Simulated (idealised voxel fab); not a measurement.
The name of this process module is voxel trench capacitor.
FYI the section here is cut, 225 nm wide, cells are 5 nm squares.
Cross-section, as written here: a square-cell grid given band by band from the top down, where a band holds one or more rows of cells.
Band: top height; bottom height; in nm. Then, left to right: material with width in nm, for each material. "throughout": a single material spanning edge to edge. "empty": empty space.
For the purposes of this specification, 0 denotes the height below which the wafer in its as-received condition is composed wholly of one material, and the lowermost band, lacking a lower limit, extends downward without end, as expressed in "0 nm and below".
A width given as "30->40" starts at the first number in the band's top row and ends at the second number in its bottom row, shifting by an equal amount at every step from row to row.
A step reported as "no modifications" is a step in which no cell of the cross-section changed.
Basically, "Closed cavities" tells you about the enclosed voids: empty spaces with no open way to the top, 8 cells or bigger, each written width x height at distance, where distance is from the left edge, all in nm.
Where a step's line continues beyond its settings, the continuation is a remark by the simulator itself on that step.
The "overlay nm" setting may appear on a step's line; for a step that uses a mask, it gives how far to the right of its planned position the mask lay, and a negative value indicates the left.

The process steps that were planned are listed below
- 1: RECEIVE: material Si
- 2: CONFORMAL_DEP: material SiN, thk nm 10
- 3: PATTERN: tone open, mask id TRENCH, material resist, width nm 25, pitch nm 50, thk nm 20, overlay nm 0
- 4: DIRECTIONAL_ETCH: etch materials SiN, depth nm 10
- 5: DIRECTIONAL_ETCH: etch materials Si, depth nm 30
- 6: STRIP: etch materials resist
- 7: CONFORMAL_DEP: material Al2O3, thk nm 5
- 8: FILL_DEP: material polySi, thk nm 10
- 9: CMP: height nm 10

The following pertains to the first of two wafers, which was processed as planned

This is the cross-section of the wafer as we received it, i.e. after step 1
  0 nm and below  Si throughout
  Closed cavities: none

Cross-section of the wafer subsequent to step 2
  10 nm to 0 nm  SiN throughout
  Rest of section, below 0: as before.

Cross-section of the wafer subsequent to step 3
  30 nm to 10 nm  resist: 50 / empty: 25 / resist: 25 / empty: 25 / resist: 25 / empty: 25 / resist: 50
  Rest of section, below 10: as before.

Cross-section of the wafer subsequent to step 4
  30 nm to 10 nm  resist: 50 / empty: 25 / resist: 25 / empty: 25 / resist: 25 / empty: 25 / resist: 50
  10 nm to 0 nm  SiN: 50 / empty: 25 / SiN: 25 / empty: 25 / SiN: 25 / empty: 25 / SiN: 50
  Rest of section, below 0: as before.

Cross-section of the wafer subsequent to step 5
  30 nm to 10 nm  resist: 50 / empty: 25 / resist: 25 / empty: 25 / resist: 25 / empty: 25 / resist: 50
  10 nm to 0 nm  SiN: 50 / empty: 25 / SiN: 25 / empty: 25 / SiN: 25 / empty: 25 / SiN: 50
  0 nm to -30 nm  Si: 50 / empty: 25 / Si: 25 / empty: 25 / Si: 25 / empty: 25 / Si: 50
  Rest of section, below -30: as before.

Cross-section of the wafer subsequent to step 6
  10 nm to 0 nm  SiN: 50 / empty: 25 / SiN: 25 / empty: 25 / SiN: 25 / empty: 25 / SiN: 50
  Rest of section, below 0: as before.

Cross-section of the wafer subsequent to step 7
  15 nm to 10 nm  Al2O3: 55 / empty: 15 / Al2O3: 35 / empty: 15 / Al2O3: 35 / empty: 15 / Al2O3: 55
  10 nm to 0 nm  SiN: 50 / Al2O3: 5 / empty: 15 / Al2O3: 5 / SiN: 25 / Al2O3: 5 / empty: 15 / Al2O3: 5 / SiN: 25 / Al2O3: 5 / empty: 15 / Al2O3: 5 / SiN: 50
  0 nm to -25 nm  Si: 50 / Al2O3: 5 / empty: 15 / Al2O3: 5 / Si: 25 / Al2O3: 5 / empty: 15 / Al2O3: 5 / Si: 25 / Al2O3: 5 / empty: 15 / Al2O3: 5 / Si: 50
  -25 nm to -30 nm  Si: 50 / Al2O3: 25 / Si: 25 / Al2O3: 25 / Si: 25 / Al2O3: 25 / Si: 50
  Rest of section, below -30: as before.

Cross-section of the wafer subsequent to step 8
  25 nm to 15 nm  polySi throughout
  15 nm to 10 nm  Al2O3: 55 / polySi: 15 / Al2O3: 35 / polySi: 15 / Al2O3: 35 / polySi: 15 / Al2O3: 55
  10 nm to 0 nm  SiN: 50 / Al2O3: 5 / polySi: 15 / Al2O3: 5 / SiN: 25 / Al2O3: 5 / polySi: 15 / Al2O3: 5 / SiN: 25 / Al2O3: 5 / polySi: 15 / Al2O3: 5 / SiN: 50
  0 nm to -25 nm  Si: 50 / Al2O3: 5 / polySi: 15 / Al2O3: 5 / Si: 25 / Al2O3: 5 / polySi: 15 / Al2O3: 5 / Si: 25 / Al2O3: 5 / polySi: 15 / Al2O3: 5 / Si: 50
  Rest of section, below -25: as before.

Cross-section of the wafer subsequent to step 9
  10 nm to 0 nm  SiN: 50 / Al2O3: 5 / polySi: 15 / Al2O3: 5 / SiN: 25 / Al2O3: 5 / polySi: 15 / Al2O3: 5 / SiN: 25 / Al2O3: 5 / polySi: 15 / Al2O3: 5 / SiN: 50
  Rest of section, below 0: as before.

The remaining wafer, second of the two, started like the first and was run to the same plan, except that one mistake was made along the way; the two coincide through step 4, inclusive

Second wafer shown in cross-section at the time step 5 was slated to end
  10 nm to 0 nm  SiN: 50 / empty: 25 / SiN: 25 / empty: 25 / SiN: 25 / empty: 25 / SiN: 50
  Rest of section, below 0: as before.

Second wafer shown in cross-section at the time step 6 was slated to end
  10 nm to 0 nm  SiN: 50 / empty: 25 / SiN: 25 / empty: 25 / SiN: 25 / empty: 25 / SiN: 50
  0 nm to -30 nm  Si: 50 / empty: 25 / Si: 25 / empty: 25 / Si: 25 / empty: 25 / Si: 50
  Rest of section, below -30: as before.

Second wafer shown in cross-section at the time step 7 was slated to end
  15 nm to 10 nm  Al2O3: 55 / empty: 15 / Al2O3: 35 / empty: 15 / Al2O3: 35 / empty: 15 / Al2O3: 55
  10 nm to 0 nm  SiN: 50 / Al2O3: 5 / empty: 15 / Al2O3: 5 / SiN: 25 / Al2O3: 5 / empty: 15 / Al2O3: 5 / SiN: 25 / Al2O3: 5 / empty: 15 / Al2O3: 5 / SiN: 50
  0 nm to -25 nm  Si: 50 / Al2O3: 5 / empty: 15 / Al2O3: 5 / Si: 25 / Al2O3: 5 / empty: 15 / Al2O3: 5 / Si: 25 / Al2O3: 5 / empty: 15 / Al2O3: 5 / Si: 50
  -25 nm to -30 nm  Si: 50 / Al2O3: 25 / Si: 25 / Al2O3: 25 / Si: 25 / Al2O3: 25 / Si: 50
  Rest of section, below -30: as before.

Second wafer shown in cross-section at the time step 8 was slated to end
  25 nm to 15 nm  polySi throughout
  15 nm to 10 nm  Al2O3: 55 / polySi: 15 / Al2O3: 35 / polySi: 15 / Al2O3: 35 / polySi: 15 / Al2O3: 55
  10 nm to 0 nm  SiN: 50 / Al2O3: 5 / polySi: 15 / Al2O3: 5 / SiN: 25 / Al2O3: 5 / polySi: 15 / Al2O3: 5 / SiN: 25 / Al2O3: 5 / polySi: 15 / Al2O3: 5 / SiN: 50
  0 nm to -25 nm  Si: 50 / Al2O3: 5 / polySi: 15 / Al2O3: 5 / Si: 25 / Al2O3: 5 / polySi: 15 / Al2O3: 5 / Si: 25 / Al2O3: 5 / polySi: 15 / Al2O3: 5 / Si: 50
  Rest of section, below -25: as before.

Second wafer shown in cross-section at the time step 9 was slated to end
  10 nm to 0 nm  SiN: 50 / Al2O3: 5 / polySi: 15 / Al2O3: 5 / SiN: 25 / Al2O3: 5 / polySi: 15 / Al2O3: 5 / SiN: 25 / Al2O3: 5 / polySi: 15 / Al2O3: 5 / SiN: 50
  Rest of section, below 0: as before.
So what did we get wrong on this run? plan steps 5 and 6 run swapped
The mistake has no effect on what this model computes, because the two wafers end with the same cross-section.
